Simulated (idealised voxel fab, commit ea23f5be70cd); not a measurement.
process module | voxel self aligned vias
cross-section cut | 285 nm wide | cells 5 nm
A cross-section is a grid of square cells, given in bands from the top down. A band is one or more rows of cells.
Each band's line starts with the height of the band's top and of its bottom, in nm. Then come its materials from left to right, each with its width in nm. One material with "throughout" fills the band from edge to edge. "air" is empty space.
Height 0 is the level under which the wafer as received is all one material. The lowest band goes on downwards, as in "0 down".
A width such as "30 to 40" changes by the same amount from each row of cells to the next, from the band's top row to its bottom row.
"no change" after a step means that no cell of the cross-section changed.
closed voids: empty space of 8 cells or more with no open way to the top, each as width x height at its distance from the left edge, in nm
after a step's settings: what the simulator itself notes on the step
overlay nm, on a step with a mask: how far to the right of its planned place the mask lay; to the left if negative
plan
1 op RECEIVE | material Si
2 op CONFORMAL_DEP | material SiO2 | thk nm 15
3 op CONFORMAL_DEP | material SiCN | thk nm 5
4 op DIRECTIONAL_DEP | material lowk | thk nm 30
5 op PATTERN | tone open | mask id LINES | material resist | width nm 20 | pitch nm 65 | thk nm 15 | overlay nm 0
6 op DIRECTIONAL_ETCH | etch materials lowk | depth nm 30
7 op STRIP | etch materials resist
8 op CONFORMAL_DEP | material TiN | thk nm 5
9 op FILL_DEP | material W | thk nm 5
10 op CMP | height nm 50
11 op SELECTIVE_ETCH | etch materials W Ru TiN | depth nm 5
12 op FILL_DEP | material SiN | thk nm 5
13 op CMP | height nm 50
14 op DIRECTIONAL_DEP | material lowk | thk nm 15
15 op MASKED_ETCH | tone open | mask id VIAS | width nm 40 | etch materials lowk | depth nm 15 | overlay nm 0
16 op MASKED_ETCH | tone open | mask id VIAS | width nm 40 | etch materials SiN | depth nm 5 | overlay nm 0
17 op CONFORMAL_DEP | material TiN | thk nm 5
18 op FILL_DEP | material Cu | thk nm 5
19 op CMP | height nm 65
20 op CONFORMAL_DEP | material SiN | thk nm 5
first wafer, as planned
as received, after step 1
  0 down: Si throughout
  closed voids: none
after step 2
  15 to 0: SiO2 throughout
  below 0: unchanged
after step 3
  20 to 15: SiCN throughout
  below 15: unchanged
after step 4
  50 to 20: lowk throughout
  below 20: unchanged
after step 5
  65 to 50: resist 100 | air 20 | resist 45 | air 20 | resist 100
  below 50: unchanged
after step 6
  65 to 50: resist 100 | air 20 | resist 45 | air 20 | resist 100
  50 to 20: lowk 100 | air 20 | lowk 45 | air 20 | lowk 100
  below 20: unchanged
after step 7
  50 to 20: lowk 100 | air 20 | lowk 45 | air 20 | lowk 100
  below 20: unchanged
after step 8
  55 to 50: TiN 105 | air 10 | TiN 55 | air 10 | TiN 105
  50 to 25: lowk 100 | TiN 5 | air 10 | TiN 5 | lowk 45 | TiN 5 | air 10 | TiN 5 | lowk 100
  25 to 20: lowk 100 | TiN 20 | lowk 45 | TiN 20 | lowk 100
  below 20: unchanged
after step 9
  60 to 55: W throughout
  55 to 50: TiN 105 | W 10 | TiN 55 | W 10 | TiN 105
  50 to 25: lowk 100 | TiN 5 | W 10 | TiN 5 | lowk 45 | TiN 5 | W 10 | TiN 5 | lowk 100
  below 25: unchanged
after step 10
  50 to 25: lowk 100 | TiN 5 | W 10 | TiN 5 | lowk 45 | TiN 5 | W 10 | TiN 5 | lowk 100
  below 25: unchanged
after step 11
  50 to 45: lowk 100 | air 20 | lowk 45 | air 20 | lowk 100
  below 45: unchanged
after step 12
  55 to 50: SiN throughout
  50 to 45: lowk 100 | SiN 20 | lowk 45 | SiN 20 | lowk 100
  below 45: unchanged
after step 13
  50 to 45: lowk 100 | SiN 20 | lowk 45 | SiN 20 | lowk 100
  below 45: unchanged
after step 14
  65 to 50: lowk throughout
  below 50: unchanged
after step 15
  65 to 50: lowk 90 | air 40 | lowk 155
  below 50: unchanged
after step 16
  65 to 50: lowk 90 | air 40 | lowk 155
  50 to 45: lowk 100 | air 20 | lowk 45 | SiN 20 | lowk 100
  below 45: unchanged
after step 17
  70 to 65: TiN 95 | air 30 | TiN 160
  65 to 55: lowk 90 | TiN 5 | air 30 | TiN 5 | lowk 155
  55 to 50: lowk 90 | TiN 15 | air 10 | TiN 15 | lowk 155
  50 to 45: lowk 100 | TiN 20 | lowk 45 | SiN 20 | lowk 100
  below 45: unchanged
after step 18
  75 to 70: Cu throughout
  70 to 65: TiN 95 | Cu 30 | TiN 160
  65 to 55: lowk 90 | TiN 5 | Cu 30 | TiN 5 | lowk 155
  55 to 50: lowk 90 | TiN 15 | Cu 10 | TiN 15 | lowk 155
  below 50: unchanged
after step 19
  65 to 55: lowk 90 | TiN 5 | Cu 30 | TiN 5 | lowk 155
  below 55: unchanged
after step 20
  70 to 65: SiN throughout
  below 65: unchanged
second wafer: like start, like plan, one mistake. Through step 14 it matches the first wafer
when step 15 should have ended
  65 to 50: lowk 90 | air 40 | lowk 155
  50 to 45: lowk 90 | air 10 | SiN 20 | air 10 | lowk 35 | SiN 20 | lowk 100
  below 45: unchanged
when step 16 should have ended
  65 to 50: lowk 90 | air 40 | lowk 155
  50 to 45: lowk 90 | air 40 | lowk 35 | SiN 20 | lowk 100
  below 45: unchanged
when step 17 should have ended
  70 to 65: TiN 95 | air 30 | TiN 160
  65 to 50: lowk 90 | TiN 5 | air 30 | TiN 5 | lowk 155
  50 to 45: lowk 90 | TiN 40 | lowk 35 | SiN 20 | lowk 100
  below 45: unchanged
when step 18 should have ended
  75 to 70: Cu throughout
  70 to 65: TiN 95 | Cu 30 | TiN 160
  65 to 50: lowk 90 | TiN 5 | Cu 30 | TiN 5 | lowk 155
  below 50: unchanged
when step 19 should have ended
  65 to 50: lowk 90 | TiN 5 | Cu 30 | TiN 5 | lowk 155
  below 50: unchanged
when step 20 should have ended
  70 to 65: SiN throughout
  below 65: unchanged
what went wrong: step 15 ran as: op MASKED_ETCH | tone open | mask id VIAS | width nm 40 | etch materials lowk | depth nm 20 | overlay nm 0
at the end the second wafer has, in cells: 4 more of Cu | 4 fewer of lowk
